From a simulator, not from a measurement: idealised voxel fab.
Process module in this document: voxel self aligned vias
Section cut is 280 nm wide and gridded with 5 nm square cells.
Cross-section format: a grid of square cells, given as bands from top to bottom; each band is one or more rows of cells.
For a band, the entry starts with two heights in nm, that of the top and then that of the bottom, and carries on with the band's materials in order from left to right, each alongside its width in nm; the word "all across" beside a single material means it fills the band edge to edge, and "empty" means empty space.
Heights are reckoned from 0. Under this level, the received wafer is all of one material. The bottommost band is open-ended downward, for example "top 0, no bottom".
Top row gets the first number, bottom row gets the second, and each row in between changes by the same step: that is how a band width like "30->40" works.
"no change occurred" -> step changed no cross-section cell.
Look at "Trapped cavities" for the closed voids: empty spaces with no open path to the top, sized 8 cells or up. Each is width x height at distance, distance from the left edge, all nm.
The remark found on a step's line after its settings is issued by the simulator itself and pertains to that step.
Steps that use a mask can have "overlay nm" on their line. It says how far the mask sat to the right of where it was meant to be. Negative means to the left.
### So here's the lineup of process steps we planned
| 1 | RECEIVE (material Si) |
| 2 | CONFORMAL_DEP (material SiO2; thk nm 10) |
| 3 | CONFORMAL_DEP (material SiCN; thk nm 5) |
| 4 | DIRECTIONAL_DEP (material lowk; thk nm 25) |
| 5 | MASKED_ETCH (tone open; mask id LINES; width nm 20; pitch nm 45; etch materials lowk; depth nm 25; overlay nm 0) |
| 6 | CONFORMAL_DEP (material TiN; thk nm 5) |
| 7 | FILL_DEP (material W; thk nm 10) |
| 8 | CMP (height nm 40) |
| 9 | SELECTIVE_ETCH (etch materials W Ru TiN; depth nm 5) |
| 10 | FILL_DEP (material SiN; thk nm 5) |
| 11 | CMP (height nm 40) |
| 12 | DIRECTIONAL_DEP (material lowk; thk nm 15) |
| 13 | PATTERN (tone open; mask id VIAS; material resist; width nm 30; thk nm 20; overlay nm 0) |
| 14 | DIRECTIONAL_ETCH (etch materials lowk; depth nm 15) |
| 15 | DIRECTIONAL_ETCH (etch materials SiN; depth nm 5) |
| 16 | STRIP (etch materials resist) |
| 17 | CONFORMAL_DEP (material TiN; thk nm 5) |
| 18 | FILL_DEP (material Ru; thk nm 10) |
| 19 | CMP (height nm 55) |
| 20 | CONFORMAL_DEP (material SiCN; thk nm 5) |
### Cross-section of the wafer upon arrival, representing the state reached after step 1
* top 0, no bottom = Si all across
* Trapped cavities: none
### This is how the wafer looks in cross-section once the module is done, given the starting state and plan above and one mistake in carrying the plan out
* top 60, bottom 55 = SiCN all across
* top 55, bottom 45 = 100 lowk | 5 TiN | 20 Ru | 5 TiN | 150 lowk
* top 45, bottom 40 = 100 lowk | 30 TiN | 150 lowk
* top 40, bottom 35 = 100 SiN | 5 TiN | 20 lowk | 5 TiN | 20 SiN | 20 lowk | 110 SiN
* top 35, bottom 20 = 100 W | 5 TiN | 20 lowk | 5 TiN | 15 W | 5 TiN | 20 lowk | 5 TiN | 105 W
* top 20, bottom 15 = 105 TiN | 20 lowk | 25 TiN | 20 lowk | 110 TiN
* top 15, bottom 10 = SiCN all across
* top 10, bottom 0 = SiO2 all across
* top 0, no bottom = Si all across
* Trapped cavities: none
Misprocessing identified: step 5 was run on a setting that differed from the plan, and what really ran there is MASKED_ETCH (tone cover; mask id LINES; width nm 20; pitch nm 45; etch materials lowk; depth nm 25; overlay nm 0)
